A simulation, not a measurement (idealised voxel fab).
process module | voxel air gaps
cross-section cut | 155 nm wide | cells 5 nm
A cross-section is a grid of square cells, given in bands from the top down. A band is one or more rows of cells.
Each band's line starts with the height of the band's top and of its bottom, in nm. Then come its materials from left to right, each with its width in nm. One material with "throughout" fills the band from edge to edge. "air" is empty space.
Height 0 is the level under which the wafer as received is all one material. The lowest band goes on downwards, as in "0 down".
A width such as "30 to 40" changes by the same amount from each row of cells to the next, from the band's top row to its bottom row.
"no change" after a step means that no cell of the cross-section changed.
closed voids: empty space of 8 cells or more with no open way to the top, each as width x height at its distance from the left edge, in nm
after a step's settings: what the simulator itself notes on the step
overlay nm, on a step with a mask: how far to the right of its planned place the mask lay; to the left if negative
plan
1 op RECEIVE | material Si
2 op CONFORMAL_DEP | material SiO2 | thk nm 10
3 op CONFORMAL_DEP | material SiCN | thk nm 5
4 op DIRECTIONAL_DEP | material lowk | thk nm 30
5 op DIRECTIONAL_DEP | material aC | thk nm 10
6 op PATTERN | tone open | mask id LINES | material resist | width nm 20 | pitch nm 45 | thk nm 25 | overlay nm 0
7 op DIRECTIONAL_ETCH | etch materials aC | depth nm 10
8 op STRIP | etch materials resist
9 op DIRECTIONAL_ETCH | etch materials lowk | depth nm 30
10 op STRIP | etch materials aC
11 op CONFORMAL_DEP | material TiN | thk nm 5
12 op FILL_DEP | material Cu | thk nm 5
13 op CMP | height nm 45
14 op EPI | material Ru | thk nm 10
15 op SELECTIVE_ETCH | etch materials lowk | depth nm 40
16 op CONFORMAL_DEP | material SiCN | thk nm 5
as received, after step 1
  0 down: Si throughout
  closed voids: none
first wafer at the end, as planned
  60 to 55: air 5 | SiCN 140 | air 10
  55 to 45: air 5 | SiCN 5 | Ru 40 | SiCN 5 | Ru 40 | SiCN 5 | Ru 40 | SiCN 5 | air 10
  45 to 40: air 5 | SiCN 15 | TiN 5 | Cu 10 | TiN 5 | SiCN 25 | TiN 5 | Cu 10 | TiN 5 | SiCN 25 | TiN 5 | Cu 10 | TiN 5 | SiCN 15 | air 10
  40 to 20: air 15 | SiCN 5 | TiN 5 | Cu 10 | TiN 5 | SiCN 5 | air 15 | SiCN 5 | TiN 5 | Cu 10 | TiN 5 | SiCN 5 | air 15 | SiCN 5 | TiN 5 | Cu 10 | TiN 5 | SiCN 5 | air 20
  20 to 15: SiCN 20 | TiN 20 | SiCN 25 | TiN 20 | SiCN 25 | TiN 20 | SiCN 25
  15 to 10: SiCN throughout
  10 to 0: SiO2 throughout
  0 down: Si throughout
  closed voids: 15 x 20 at 45; 15 x 20 at 90
second wafer at the end: like start, like plan, one mistake
  60 to 55: SiCN throughout
  55 to 45: Ru throughout
  45 to 20: Cu 15 | TiN 5 | lowk 20 | TiN 5 | Cu 15 | TiN 5 | lowk 20 | TiN 5 | Cu 15 | TiN 5 | lowk 20 | TiN 5 | Cu 20
  20 to 15: TiN 20 | lowk 20 | TiN 25 | lowk 20 | TiN 25 | lowk 20 | TiN 25
  15 to 10: SiCN throughout
  10 to 0: SiO2 throughout
  0 down: Si throughout
  closed voids: none
what went wrong: step 6 ran as: op PATTERN | tone cover | mask id LINES | material resist | width nm 20 | pitch nm 45 | thk nm 25 | overlay nm 0
at the end the second wafer has, in cells: 35 more of Cu | 14 more of Ru | 64 fewer of SiCN | 7 more of TiN | 72 more of lowk
closed voids at the end (first wafer, second wafer): 2, 0
